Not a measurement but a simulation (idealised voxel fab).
Documented hereafter: the process module known as voxel air gaps.
The cross-section shown here is cut; it is 285 nm wide and divided into square cells measuring 5 nm on a side.
Just so we're on the same page, the cross-sections are grids of square cells, and they're listed out in bands top to bottom, each band one or more rows deep. Top height, bottom height, nm. Materials left to right, width each, nm. Single material + "edge to edge" = fills band edge to edge. "air" = empty. It should be noted that heights are counted from 0, beneath which the wafer as supplied is of one material throughout, and that the lowest band possesses no lower boundary but continues downward, as written in "0 nm and below". Read "30->40" as a graded width: first number on top, second number at the bottom, same change between each pair of neighbouring rows. For the purposes of this document, the phrase "nothing changed" attached to a step denotes that no cell within the cross-section was modified by that step. Any empty space of 8 cells or more lacking an open way to the top shows up in "Internal closed voids" as width x height at distance, distance from the left edge, in nm. Formally, on a step line, whatever follows the settings is a remark that the simulator itself makes on the step. A step's line can hold "overlay nm"; with a mask on that step, the setting says how far right of the planned place the mask lay, while a negative setting says it lay to the left.

[Here's what the planned process steps look like]
1. op RECEIVE | material Si
2. op CONFORMAL_DEP | material SiO2 | thk nm 10
3. op CONFORMAL_DEP | material SiN | thk nm 5
4. op DIRECTIONAL_DEP | material SiO2 | thk nm 30
5. op DIRECTIONAL_DEP | material aC | thk nm 15
6. op PATTERN | tone open | mask id LINES | material resist | width nm 25 | pitch nm 50 | thk nm 30 | overlay nm 0
7. op DIRECTIONAL_ETCH | etch materials aC | depth nm 15
8. op STRIP | etch materials resist
9. op DIRECTIONAL_ETCH | etch materials SiO2 | depth nm 30
10. op STRIP | etch materials aC
11. op CONFORMAL_DEP | material TiN | thk nm 5
12. op FILL_DEP | material Cu | thk nm 5
13. op CMP | height nm 45
14. op EPI | material Ru | thk nm 10
15. op SELECTIVE_ETCH | etch materials SiO2 | depth nm 40
16. op CONFORMAL_DEP | material SiN | thk nm 5

[First of the two wafers, run per plan]

[Cross-section, incoming material, after step 1]
  0 nm and below = Si edge to edge
  Internal closed voids: none

[Cross-section of the wafer after step 2]
  10 nm to 0 nm = SiO2 edge to edge
  All layers under 0 are left as they were.

[Cross-section of the wafer after step 3]
  15 nm to 10 nm = SiN edge to edge
  All layers under 10 are left as they were.

[Cross-section of the wafer after step 4]
  45 nm to 15 nm = SiO2 edge to edge
  All layers under 15 are left as they were.

[Cross-section of the wafer after step 5]
  60 nm to 45 nm = aC edge to edge
  All layers under 45 are left as they were.

[Cross-section of the wafer after step 6]
  90 nm to 60 nm = resist 55  air 25  resist 25  air 25  resist 25  air 25  resist 25  air 25  resist 55
  All layers under 60 are left as they were.

[Cross-section of the wafer after step 7]
  75 nm to 60 nm = resist 55  air 25  resist 25  air 25  resist 25  air 25  resist 25  air 25  resist 55
  60 nm to 45 nm = aC 55  air 25  aC 25  air 25  aC 25  air 25  aC 25  air 25  aC 55
  All layers under 45 are left as they were.

[Cross-section of the wafer after step 8]
  60 nm to 45 nm = aC 55  air 25  aC 25  air 25  aC 25  air 25  aC 25  air 25  aC 55
  All layers under 45 are left as they were.

[Cross-section of the wafer after step 9]
  60 nm to 45 nm = aC 55  air 25  aC 25  air 25  aC 25  air 25  aC 25  air 25  aC 55
  45 nm to 15 nm = SiO2 55  air 25  SiO2 25  air 25  SiO2 25  air 25  SiO2 25  air 25  SiO2 55
  All layers under 15 are left as they were.

[Cross-section of the wafer after step 10]
  45 nm to 15 nm = SiO2 55  air 25  SiO2 25  air 25  SiO2 25  air 25  SiO2 25  air 25  SiO2 55
  All layers under 15 are left as they were.

[Cross-section of the wafer after step 11]
  50 nm to 45 nm = TiN 60  air 15  TiN 35  air 15  TiN 35  air 15  TiN 35  air 15  TiN 60
  45 nm to 20 nm = SiO2 55  TiN 5  air 15  TiN 5  SiO2 25  TiN 5  air 15  TiN 5  SiO2 25  TiN 5  air 15  TiN 5  SiO2 25  TiN 5  air 15  TiN 5  SiO2 55
  20 nm to 15 nm = SiO2 55  TiN 25  SiO2 25  TiN 25  SiO2 25  TiN 25  SiO2 25  TiN 25  SiO2 55
  All layers under 15 are left as they were.

[Cross-section of the wafer after step 12]
  55 nm to 50 nm = Cu edge to edge
  50 nm to 45 nm = TiN 60  Cu 15  TiN 35  Cu 15  TiN 35  Cu 15  TiN 35  Cu 15  TiN 60
  45 nm to 20 nm = SiO2 55  TiN 5  Cu 15  TiN 5  SiO2 25  TiN 5  Cu 15  TiN 5  SiO2 25  TiN 5  Cu 15  TiN 5  SiO2 25  TiN 5  Cu 15  TiN 5  SiO2 55
  All layers under 20 are left as they were.

[Cross-section of the wafer after step 13]
  45 nm to 20 nm = SiO2 55  TiN 5  Cu 15  TiN 5  SiO2 25  TiN 5  Cu 15  TiN 5  SiO2 25  TiN 5  Cu 15  TiN 5  SiO2 25  TiN 5  Cu 15  TiN 5  SiO2 55
  All layers under 20 are left as they were.

[Cross-section of the wafer after step 14]
  55 nm to 45 nm = air 45  Ru 45  air 5  Ru 45  air 5  Ru 45  air 5  Ru 45  air 45
  All layers under 45 are left as they were.

[Cross-section of the wafer after step 15]
  55 nm to 45 nm = air 45  Ru 45  air 5  Ru 45  air 5  Ru 45  air 5  Ru 45  air 45
  45 nm to 20 nm = air 55  TiN 5  Cu 15  TiN 5  air 25  TiN 5  Cu 15  TiN 5  air 25  TiN 5  Cu 15  TiN 5  air 25  TiN 5  Cu 15  TiN 5  air 55
  20 nm to 15 nm = air 55  TiN 25  air 25  TiN 25  air 25  TiN 25  air 25  TiN 25  air 55
  All layers under 15 are left as they were.

[Cross-section of the wafer after step 16]
  60 nm to 55 nm = air 40  SiN 205  air 40
  55 nm to 45 nm = air 40  SiN 5  Ru 45  SiN 5  Ru 45  SiN 5  Ru 45  SiN 5  Ru 45  SiN 5  air 40
  45 nm to 40 nm = air 40  SiN 15  TiN 5  Cu 15  TiN 5  SiN 25  TiN 5  Cu 15  TiN 5  SiN 25  TiN 5  Cu 15  TiN 5  SiN 25  TiN 5  Cu 15  TiN 5  SiN 15  air 40
  40 nm to 20 nm = air 50  SiN 5  TiN 5  Cu 15  TiN 5  SiN 5  air 15  SiN 5  TiN 5  Cu 15  TiN 5  SiN 5  air 15  SiN 5  TiN 5  Cu 15  TiN 5  SiN 5  air 15  SiN 5  TiN 5  Cu 15  TiN 5  SiN 5  air 50
  20 nm to 15 nm = SiN 55  TiN 25  SiN 25  TiN 25  SiN 25  TiN 25  SiN 25  TiN 25  SiN 55
  All layers under 15 are left as they were.
  Internal closed voids: 15 x 20 at 85; 15 x 20 at 135; 15 x 20 at 185

[Second of two: same start, same plan, one run error; steps up to and including 12 match the first]

[The second wafer cut through, at the time step 13 was supposed to be finished]
  50 nm to 45 nm = TiN 60  Cu 15  TiN 35  Cu 15  TiN 35  Cu 15  TiN 35  Cu 15  TiN 60
  All layers under 45 are left as they were.

[The second wafer cut through, at the time step 14 was supposed to be finished]
  60 nm to 50 nm = Ru edge to edge
  All layers under 50 are left as they were.

The second wafer cut through, at the time step 15 was supposed to be finished: nothing changed

[The second wafer cut through, at the time step 16 was supposed to be finished]
  65 nm to 60 nm = SiN edge to edge
  All layers under 60 are left as they were.
Short version of what went wrong: step 13 ran differently from the plan; actual operation with settings: op CMP | height nm 50
Final difference in cells, second wafer against first, listed per material as more or fewer: Cu +12, Ru +42, SiN -84, SiO2 +222, TiN +45
So at the end we're looking at 3 closed voids on the first wafer and 0 on the second.
